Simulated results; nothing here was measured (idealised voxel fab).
Herein follows the process module entitled voxel wiring stack.
Shown is cross-section cut, with a width of 165 nm and square cells of size 5 nm.
Square cells in a grid make up a cross-section in this document, and the grid is given as bands, listed from the top down, each one or more rows of cells.
Each band's line starts with the height of the band's top and of its bottom, in nm. Then come its materials from left to right, each with its width in nm. One material with "throughout" fills the band from edge to edge. "air" is empty space.
Where do heights start? At 0: under that level the wafer as delivered is made of one material only. And the lowest band has no floor; it just carries on downward, as in "z 0 and below".
The notation "30..40" denotes a width that varies across the rows of cells in the band, beginning at the first number in the top row, finishing at the second number in the bottom row, and changing by an identical amount from each row to the next.
The designation "everything unchanged", where it is given for a processing step, indicates that no cell of the cross-section was altered in the course of that step.
Empty spaces counting at least 8 cells and having no open way to the top are listed in "closed voids". The notation width x height at distance is used for each, the distance being from the left edge and all three values in nm.
On each step's line, the part that comes after the settings is the simulator's own comment on the step.
The optional step-line setting "overlay nm" applies to steps with a mask and quantifies how far to the right of its planned location the mask lay, a negative value indicating leftward placement.
[The following list gives the planned process steps]
1,RECEIVE,material Si
2,CONFORMAL_DEP,material SiO2,thk nm 10
3,DIRECTIONAL_DEP,material TiN,thk nm 5
4,DIRECTIONAL_DEP,material Ru,thk nm 25
5,DIRECTIONAL_DEP,material aC,thk nm 15
6,PATTERN,tone cover,mask id METAL_1,material resist,width nm 25,pitch nm 45,thk nm 35,overlay nm 0
7,DIRECTIONAL_ETCH,etch materials aC,depth nm 15
8,STRIP,etch materials resist
9,DIRECTIONAL_ETCH,etch materials Ru,depth nm 25
10,DIRECTIONAL_ETCH,etch materials TiN,depth nm 5
11,STRIP,etch materials aC
12,FILL_DEP,material SiO2,thk nm 5
13,CMP,height nm 40
14,CONFORMAL_DEP,material SiCN,thk nm 5
15,DIRECTIONAL_DEP,material SiO2,thk nm 15
16,DIRECTIONAL_DEP,material aC,thk nm 10
17,PATTERN,tone open,mask id PLUG_1,material resist,width nm 15,thk nm 30,overlay nm 0
18,DIRECTIONAL_ETCH,etch materials aC,depth nm 10
19,STRIP,etch materials resist
20,DIRECTIONAL_ETCH,etch materials SiO2,depth nm 15
21,DIRECTIONAL_ETCH,etch materials SiCN,depth nm 5
22,STRIP,etch materials aC
23,CONFORMAL_DEP,material TiN,thk nm 5
24,FILL_DEP,material W,thk nm 10
25,CMP,height nm 60
26,DIRECTIONAL_DEP,material TiN,thk nm 5
27,DIRECTIONAL_DEP,material W,thk nm 20
28,DIRECTIONAL_DEP,material aC,thk nm 10
29,PATTERN,tone cover,mask id METAL_2,material resist,width nm 25,pitch nm 45,thk nm 30,overlay nm 0
30,DIRECTIONAL_ETCH,etch materials aC,depth nm 10
31,STRIP,etch materials resist
32,DIRECTIONAL_ETCH,etch materials W,depth nm 20
33,DIRECTIONAL_ETCH,etch materials TiN,depth nm 5
34,STRIP,etch materials aC
35,CONFORMAL_DEP,material SiCN,thk nm 5
36,FILL_DEP,material SiO2,thk nm 5
37,CMP,height nm 85
38,CONFORMAL_DEP,material SiCN,thk nm 5
[The first of a set of two wafers, run to plan]
[Incoming wafer in cross-section (state: after step 1)]
* z 0 and below  Si throughout
* closed voids: none
[The wafer in cross-section once step 2 is complete]
* z 10 to 0  SiO2 throughout
* For the remainder of the cross-section, below 0, there is no change.
[The wafer in cross-section once step 3 is complete]
* z 15 to 10  TiN throughout
* For the remainder of the cross-section, below 10, there is no change.
[The wafer in cross-section once step 4 is complete]
* z 40 to 15  Ru throughout
* For the remainder of the cross-section, below 15, there is no change.
[The wafer in cross-section once step 5 is complete]
* z 55 to 40  aC throughout
* For the remainder of the cross-section, below 40, there is no change.
[The wafer in cross-section once step 6 is complete]
* z 90 to 55  air 45 nm / resist 25 nm / air 20 nm / resist 25 nm / air 50 nm
* For the remainder of the cross-section, below 55, there is no change.
[The wafer in cross-section once step 7 is complete]
* z 75 to 55  air 45 nm / resist 25 nm / air 20 nm / resist 25 nm / air 50 nm
* z 55 to 40  air 45 nm / aC 25 nm / air 20 nm / aC 25 nm / air 50 nm
* For the remainder of the cross-section, below 40, there is no change.
[The wafer in cross-section once step 8 is complete]
* z 55 to 40  air 45 nm / aC 25 nm / air 20 nm / aC 25 nm / air 50 nm
* For the remainder of the cross-section, below 40, there is no change.
[The wafer in cross-section once step 9 is complete]
* z 55 to 40  air 45 nm / aC 25 nm / air 20 nm / aC 25 nm / air 50 nm
* z 40 to 15  air 45 nm / Ru 25 nm / air 20 nm / Ru 25 nm / air 50 nm
* For the remainder of the cross-section, below 15, there is no change.
[The wafer in cross-section once step 10 is complete]
* z 55 to 40  air 45 nm / aC 25 nm / air 20 nm / aC 25 nm / air 50 nm
* z 40 to 15  air 45 nm / Ru 25 nm / air 20 nm / Ru 25 nm / air 50 nm
* z 15 to 10  air 45 nm / TiN 25 nm / air 20 nm / TiN 25 nm / air 50 nm
* For the remainder of the cross-section, below 10, there is no change.
[The wafer in cross-section once step 11 is complete]
* z 40 to 15  air 45 nm / Ru 25 nm / air 20 nm / Ru 25 nm / air 50 nm
* For the remainder of the cross-section, below 15, there is no change.
[The wafer in cross-section once step 12 is complete]
* z 45 to 40  SiO2 throughout
* z 40 to 15  SiO2 45 nm / Ru 25 nm / SiO2 20 nm / Ru 25 nm / SiO2 50 nm
* z 15 to 10  SiO2 45 nm / TiN 25 nm / SiO2 20 nm / TiN 25 nm / SiO2 50 nm
* For the remainder of the cross-section, below 10, there is no change.
[The wafer in cross-section once step 13 is complete]
* z 40 to 15  SiO2 45 nm / Ru 25 nm / SiO2 20 nm / Ru 25 nm / SiO2 50 nm
* For the remainder of the cross-section, below 15, there is no change.
[The wafer in cross-section once step 14 is complete]
* z 45 to 40  SiCN throughout
* For the remainder of the cross-section, below 40, there is no change.
[The wafer in cross-section once step 15 is complete]
* z 60 to 45  SiO2 throughout
* For the remainder of the cross-section, below 45, there is no change.
[The wafer in cross-section once step 16 is complete]
* z 70 to 60  aC throughout
* For the remainder of the cross-section, below 60, there is no change.
[The wafer in cross-section once step 17 is complete]
* z 100 to 70  resist 45 nm / air 15 nm / resist 105 nm
* For the remainder of the cross-section, below 70, there is no change.
[The wafer in cross-section once step 18 is complete]
* z 90 to 70  resist 45 nm / air 15 nm / resist 105 nm
* z 70 to 60  aC 45 nm / air 15 nm / aC 105 nm
* For the remainder of the cross-section, below 60, there is no change.
[The wafer in cross-section once step 19 is complete]
* z 70 to 60  aC 45 nm / air 15 nm / aC 105 nm
* For the remainder of the cross-section, below 60, there is no change.
[The wafer in cross-section once step 20 is complete]
* z 70 to 60  aC 45 nm / air 15 nm / aC 105 nm
* z 60 to 45  SiO2 45 nm / air 15 nm / SiO2 105 nm
* For the remainder of the cross-section, below 45, there is no change.
[The wafer in cross-section once step 21 is complete]
* z 70 to 60  aC 45 nm / air 15 nm / aC 105 nm
* z 60 to 45  SiO2 45 nm / air 15 nm / SiO2 105 nm
* z 45 to 40  SiCN 45 nm / air 15 nm / SiCN 105 nm
* For the remainder of the cross-section, below 40, there is no change.
[The wafer in cross-section once step 22 is complete]
* z 60 to 45  SiO2 45 nm / air 15 nm / SiO2 105 nm
* For the remainder of the cross-section, below 45, there is no change.
[The wafer in cross-section once step 23 is complete]
* z 65 to 60  TiN 50 nm / air 5 nm / TiN 110 nm
* z 60 to 45  SiO2 45 nm / TiN 5 nm / air 5 nm / TiN 5 nm / SiO2 105 nm
* z 45 to 40  SiCN 45 nm / TiN 15 nm / SiCN 105 nm
* For the remainder of the cross-section, below 40, there is no change.
[The wafer in cross-section once step 24 is complete]
* z 75 to 65  W throughout
* z 65 to 60  TiN 50 nm / W 5 nm / TiN 110 nm
* z 60 to 45  SiO2 45 nm / TiN 5 nm / W 5 nm / TiN 5 nm / SiO2 105 nm
* For the remainder of the cross-section, below 45, there is no change.
[The wafer in cross-section once step 25 is complete]
* z 60 to 45  SiO2 45 nm / TiN 5 nm / W 5 nm / TiN 5 nm / SiO2 105 nm
* For the remainder of the cross-section, below 45, there is no change.
[The wafer in cross-section once step 26 is complete]
* z 65 to 60  TiN throughout
* For the remainder of the cross-section, below 60, there is no change.
[The wafer in cross-section once step 27 is complete]
* z 85 to 65  W throughout
* For the remainder of the cross-section, below 65, there is no change.
[The wafer in cross-section once step 28 is complete]
* z 95 to 85  aC throughout
* For the remainder of the cross-section, below 85, there is no change.
[The wafer in cross-section once step 29 is complete]
* z 125 to 95  air 45 nm / resist 25 nm / air 20 nm / resist 25 nm / air 50 nm
* For the remainder of the cross-section, below 95, there is no change.
[The wafer in cross-section once step 30 is complete]
* z 115 to 95  air 45 nm / resist 25 nm / air 20 nm / resist 25 nm / air 50 nm
* z 95 to 85  air 45 nm / aC 25 nm / air 20 nm / aC 25 nm / air 50 nm
* For the remainder of the cross-section, below 85, there is no change.
[The wafer in cross-section once step 31 is complete]
* z 95 to 85  air 45 nm / aC 25 nm / air 20 nm / aC 25 nm / air 50 nm
* For the remainder of the cross-section, below 85, there is no change.
[The wafer in cross-section once step 32 is complete]
* z 95 to 85  air 45 nm / aC 25 nm / air 20 nm / aC 25 nm / air 50 nm
* z 85 to 65  air 45 nm / W 25 nm / air 20 nm / W 25 nm / air 50 nm
* For the remainder of the cross-section, below 65, there is no change.
[The wafer in cross-section once step 33 is complete]
* z 95 to 85  air 45 nm / aC 25 nm / air 20 nm / aC 25 nm / air 50 nm
* z 85 to 65  air 45 nm / W 25 nm / air 20 nm / W 25 nm / air 50 nm
* z 65 to 60  air 45 nm / TiN 25 nm / air 20 nm / TiN 25 nm / air 50 nm
* For the remainder of the cross-section, below 60, there is no change.
[The wafer in cross-section once step 34 is complete]
* z 85 to 65  air 45 nm / W 25 nm / air 20 nm / W 25 nm / air 50 nm
* For the remainder of the cross-section, below 65, there is no change.
[The wafer in cross-section once step 35 is complete]
* z 90 to 85  air 40 nm / SiCN 35 nm / air 10 nm / SiCN 35 nm / air 45 nm
* z 85 to 65  air 40 nm / SiCN 5 nm / W 25 nm / SiCN 5 nm / air 10 nm / SiCN 5 nm / W 25 nm / SiCN 5 nm / air 45 nm
* z 65 to 60  SiCN 45 nm / TiN 25 nm / SiCN 20 nm / TiN 25 nm / SiCN 50 nm
* For the remainder of the cross-section, below 60, there is no change.
[The wafer in cross-section once step 36 is complete]
* z 95 to 90  SiO2 throughout
* z 90 to 85  SiO2 40 nm / SiCN 35 nm / SiO2 10 nm / SiCN 35 nm / SiO2 45 nm
* z 85 to 65  SiO2 40 nm / SiCN 5 nm / W 25 nm / SiCN 5 nm / SiO2 10 nm / SiCN 5 nm / W 25 nm / SiCN 5 nm / SiO2 45 nm
* For the remainder of the cross-section, below 65, there is no change.
[The wafer in cross-section once step 37 is complete]
* z 85 to 65  SiO2 40 nm / SiCN 5 nm / W 25 nm / SiCN 5 nm / SiO2 10 nm / SiCN 5 nm / W 25 nm / SiCN 5 nm / SiO2 45 nm
* For the remainder of the cross-section, below 65, there is no change.
[The wafer in cross-section once step 38 is complete]
* z 90 to 85  SiCN throughout
* For the remainder of the cross-section, below 85, there is no change.
[Wafer two. Same start, same plan, one slip in execution. Same as wafer one through step 2, inclusive]
[The second wafer in cross-section, at the planned close of step 3]
* z 35 to 10  Ru throughout
* For the remainder of the cross-section, below 10, there is no change.
[The second wafer in cross-section, at the planned close of step 4]
* z 40 to 35  TiN throughout
* For the remainder of the cross-section, below 35, there is no change.
[The second wafer in cross-section, at the planned close of step 5]
* z 55 to 40  aC throughout
* For the remainder of the cross-section, below 40, there is no change.
[The second wafer in cross-section, at the planned close of step 6]
* z 90 to 55  air 45 nm / resist 25 nm / air 20 nm / resist 25 nm / air 50 nm
* For the remainder of the cross-section, below 55, there is no change.
[The second wafer in cross-section, at the planned close of step 7]
* z 75 to 55  air 45 nm / resist 25 nm / air 20 nm / resist 25 nm / air 50 nm
* z 55 to 40  air 45 nm / aC 25 nm / air 20 nm / aC 25 nm / air 50 nm
* For the remainder of the cross-section, below 40, there is no change.
[The second wafer in cross-section, at the planned close of step 8]
* z 55 to 40  air 45 nm / aC 25 nm / air 20 nm / aC 25 nm / air 50 nm
* For the remainder of the cross-section, below 40, there is no change.
The second wafer in cross-section, at the planned close of step 9: everything unchanged
[The second wafer in cross-section, at the planned close of step 10]
* z 55 to 40  air 45 nm / aC 25 nm / air 20 nm / aC 25 nm / air 50 nm
* z 40 to 35  air 45 nm / TiN 25 nm / air 20 nm / TiN 25 nm / air 50 nm
* For the remainder of the cross-section, below 35, there is no change.
[The second wafer in cross-section, at the planned close of step 11]
* z 40 to 35  air 45 nm / TiN 25 nm / air 20 nm / TiN 25 nm / air 50 nm
* For the remainder of the cross-section, below 35, there is no change.
[The second wafer in cross-section, at the planned close of step 12]
* z 45 to 40  SiO2 throughout
* z 40 to 35  SiO2 45 nm / TiN 25 nm / SiO2 20 nm / TiN 25 nm / SiO2 50 nm
* For the remainder of the cross-section, below 35, there is no change.
[The second wafer in cross-section, at the planned close of step 13]
* z 40 to 35  SiO2 45 nm / TiN 25 nm / SiO2 20 nm / TiN 25 nm / SiO2 50 nm
* For the remainder of the cross-section, below 35, there is no change.
[The second wafer in cross-section, at the planned close of step 14]
* z 45 to 40  SiCN throughout
* For the remainder of the cross-section, below 40, there is no change.
[The second wafer in cross-section, at the planned close of step 15]
* z 60 to 45  SiO2 throughout
* For the remainder of the cross-section, below 45, there is no change.
[The second wafer in cross-section, at the planned close of step 16]
* z 70 to 60  aC throughout
* For the remainder of the cross-section, below 60, there is no change.
[The second wafer in cross-section, at the planned close of step 17]
* z 100 to 70  resist 45 nm / air 15 nm / resist 105 nm
* For the remainder of the cross-section, below 70, there is no change.
[The second wafer in cross-section, at the planned close of step 18]
* z 90 to 70  resist 45 nm / air 15 nm / resist 105 nm
* z 70 to 60  aC 45 nm / air 15 nm / aC 105 nm
* For the remainder of the cross-section, below 60, there is no change.
[The second wafer in cross-section, at the planned close of step 19]
* z 70 to 60  aC 45 nm / air 15 nm / aC 105 nm
* For the remainder of the cross-section, below 60, there is no change.
[The second wafer in cross-section, at the planned close of step 20]
* z 70 to 60  aC 45 nm / air 15 nm / aC 105 nm
* z 60 to 45  SiO2 45 nm / air 15 nm / SiO2 105 nm
* For the remainder of the cross-section, below 45, there is no change.
[The second wafer in cross-section, at the planned close of step 21]
* z 70 to 60  aC 45 nm / air 15 nm / aC 105 nm
* z 60 to 45  SiO2 45 nm / air 15 nm / SiO2 105 nm
* z 45 to 40  SiCN 45 nm / air 15 nm / SiCN 105 nm
* For the remainder of the cross-section, below 40, there is no change.
[The second wafer in cross-section, at the planned close of step 22]
* z 60 to 45  SiO2 45 nm / air 15 nm / SiO2 105 nm
* For the remainder of the cross-section, below 45, there is no change.
[The second wafer in cross-section, at the planned close of step 23]
* z 65 to 60  TiN 50 nm / air 5 nm / TiN 110 nm
* z 60 to 45  SiO2 45 nm / TiN 5 nm / air 5 nm / TiN 5 nm / SiO2 105 nm
* z 45 to 40  SiCN 45 nm / TiN 15 nm / SiCN 105 nm
* For the remainder of the cross-section, below 40, there is no change.
[The second wafer in cross-section, at the planned close of step 24]
* z 75 to 65  W throughout
* z 65 to 60  TiN 50 nm / W 5 nm / TiN 110 nm
* z 60 to 45  SiO2 45 nm / TiN 5 nm / W 5 nm / TiN 5 nm / SiO2 105 nm
* For the remainder of the cross-section, below 45, there is no change.
[The second wafer in cross-section, at the planned close of step 25]
* z 60 to 45  SiO2 45 nm / TiN 5 nm / W 5 nm / TiN 5 nm / SiO2 105 nm
* For the remainder of the cross-section, below 45, there is no change.
[The second wafer in cross-section, at the planned close of step 26]
* z 65 to 60  TiN throughout
* For the remainder of the cross-section, below 60, there is no change.
[The second wafer in cross-section, at the planned close of step 27]
* z 85 to 65  W throughout
* For the remainder of the cross-section, below 65, there is no change.
[The second wafer in cross-section, at the planned close of step 28]
* z 95 to 85  aC throughout
* For the remainder of the cross-section, below 85, there is no change.
[The second wafer in cross-section, at the planned close of step 29]
* z 125 to 95  air 45 nm / resist 25 nm / air 20 nm / resist 25 nm / air 50 nm
* For the remainder of the cross-section, below 95, there is no change.
[The second wafer in cross-section, at the planned close of step 30]
* z 115 to 95  air 45 nm / resist 25 nm / air 20 nm / resist 25 nm / air 50 nm
* z 95 to 85  air 45 nm / aC 25 nm / air 20 nm / aC 25 nm / air 50 nm
* For the remainder of the cross-section, below 85, there is no change.
[The second wafer in cross-section, at the planned close of step 31]
* z 95 to 85  air 45 nm / aC 25 nm / air 20 nm / aC 25 nm / air 50 nm
* For the remainder of the cross-section, below 85, there is no change.
[The second wafer in cross-section, at the planned close of step 32]
* z 95 to 85  air 45 nm / aC 25 nm / air 20 nm / aC 25 nm / air 50 nm
* z 85 to 65  air 45 nm / W 25 nm / air 20 nm / W 25 nm / air 50 nm
* For the remainder of the cross-section, below 65, there is no change.
[The second wafer in cross-section, at the planned close of step 33]
* z 95 to 85  air 45 nm / aC 25 nm / air 20 nm / aC 25 nm / air 50 nm
* z 85 to 65  air 45 nm / W 25 nm / air 20 nm / W 25 nm / air 50 nm
* z 65 to 60  air 45 nm / TiN 25 nm / air 20 nm / TiN 25 nm / air 50 nm
* For the remainder of the cross-section, below 60, there is no change.
[The second wafer in cross-section, at the planned close of step 34]
* z 85 to 65  air 45 nm / W 25 nm / air 20 nm / W 25 nm / air 50 nm
* For the remainder of the cross-section, below 65, there is no change.
[The second wafer in cross-section, at the planned close of step 35]
* z 90 to 85  air 40 nm / SiCN 35 nm / air 10 nm / SiCN 35 nm / air 45 nm
* z 85 to 65  air 40 nm / SiCN 5 nm / W 25 nm / SiCN 5 nm / air 10 nm / SiCN 5 nm / W 25 nm / SiCN 5 nm / air 45 nm
* z 65 to 60  SiCN 45 nm / TiN 25 nm / SiCN 20 nm / TiN 25 nm / SiCN 50 nm
* For the remainder of the cross-section, below 60, there is no change.
[The second wafer in cross-section, at the planned close of step 36]
* z 95 to 90  SiO2 throughout
* z 90 to 85  SiO2 40 nm / SiCN 35 nm / SiO2 10 nm / SiCN 35 nm / SiO2 45 nm
* z 85 to 65  SiO2 40 nm / SiCN 5 nm / W 25 nm / SiCN 5 nm / SiO2 10 nm / SiCN 5 nm / W 25 nm / SiCN 5 nm / SiO2 45 nm
* For the remainder of the cross-section, below 65, there is no change.
[The second wafer in cross-section, at the planned close of step 37]
* z 85 to 65  SiO2 40 nm / SiCN 5 nm / W 25 nm / SiCN 5 nm / SiO2 10 nm / SiCN 5 nm / W 25 nm / SiCN 5 nm / SiO2 45 nm
* For the remainder of the cross-section, below 65, there is no change.
[The second wafer in cross-section, at the planned close of step 38]
* z 90 to 85  SiCN throughout
* For the remainder of the cross-section, below 85, there is no change.
What went wrong in running the wafer? contrary to the plan, steps 3 and 4 were processed in exchanged order
Final wafer comparison in cells, second versus first, more or fewer per material: +115 Ru | -115 SiO2
